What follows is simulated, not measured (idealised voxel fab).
Process module in this document: voxel spacer lines
It is cross-section cut that appears here, measuring 285 nm in width, its square cells being 5 nm in size.
In what follows, cross-sections appear as grids of square cells, described through bands that run from the top down, where every band is one or more rows of cells.
It is stipulated that each band's entry specify, in nanometres, the height of the top of the band and then that of its bottom, followed by the materials of the band in left-to-right sequence, each together with its width in nanometres. A single material marked by the word "edge to edge" is understood to fill the band from edge to edge; the word "blank" is understood to denote empty space.
Heads up on the height convention: 0 is the point under which the incoming wafer is all one material, and the lowest band has no bottom, it just keeps going down, like "0 and below".
You'd read "30 to 40" like this: the band's top row of cells is as wide as the first number, its bottom row is as wide as the second, and going down, every row changes width by the same amount as the row before did.
Reading "nothing was modified" for a step: not a cell of the cross-section changed in it.
"Enclosed void inventory": sealed empty spaces, 8 cells or more, no open way to top, listed width x height at distance, with distance from the left edge and width, height and distance in nm.
Heads up: the bit after the settings on a step's line is the simulator's remark on that step.
overlay nm: on a step with a mask, how far right of its planned place the mask lay; negative means left.
[Intended process steps]
1. RECEIVE | material Si
2. CONFORMAL_DEP | material Al2O3 | thk nm 10
3. DIRECTIONAL_DEP | material W | thk nm 10
4. DIRECTIONAL_DEP | material polySi | thk nm 30
5. PATTERN | tone cover | mask id MANDREL | material resist | width nm 20 | pitch nm 60 | thk nm 40 | overlay nm 0
6. DIRECTIONAL_ETCH | etch materials polySi | depth nm 30
7. STRIP | etch materials resist
8. CONFORMAL_DEP | material SiO2 | thk nm 10
9. DIRECTIONAL_ETCH | etch materials SiO2 | depth nm 10
10. STRIP | etch materials polySi
11. DIRECTIONAL_ETCH | etch materials W | depth nm 5
12. STRIP | etch materials SiO2
For this document, wafers share an identical start and vary in the step 11 depth nm; the plan quotes the first wafer's value.
[The first of several wafers, as received after step 1, seen in section]
  0 and below: Si edge to edge
  Enclosed void inventory: none
[Take any row and you have a wafer at the end of the module: how many cells of each material it has gained (+) or lost (-) since it was received, and then its closed voids]
depth nm 5; +114 Al2O3; +65 W; Enclosed void inventory: none
depth nm 10; +114 Al2O3; +16 W; Enclosed void inventory: none
depth nm 15; +114 Al2O3; +16 W; Enclosed void inventory: none
depth nm 20; +114 Al2O3; +16 W; Enclosed void inventory: none
depth nm 25; +114 Al2O3; +16 W; Enclosed void inventory: none
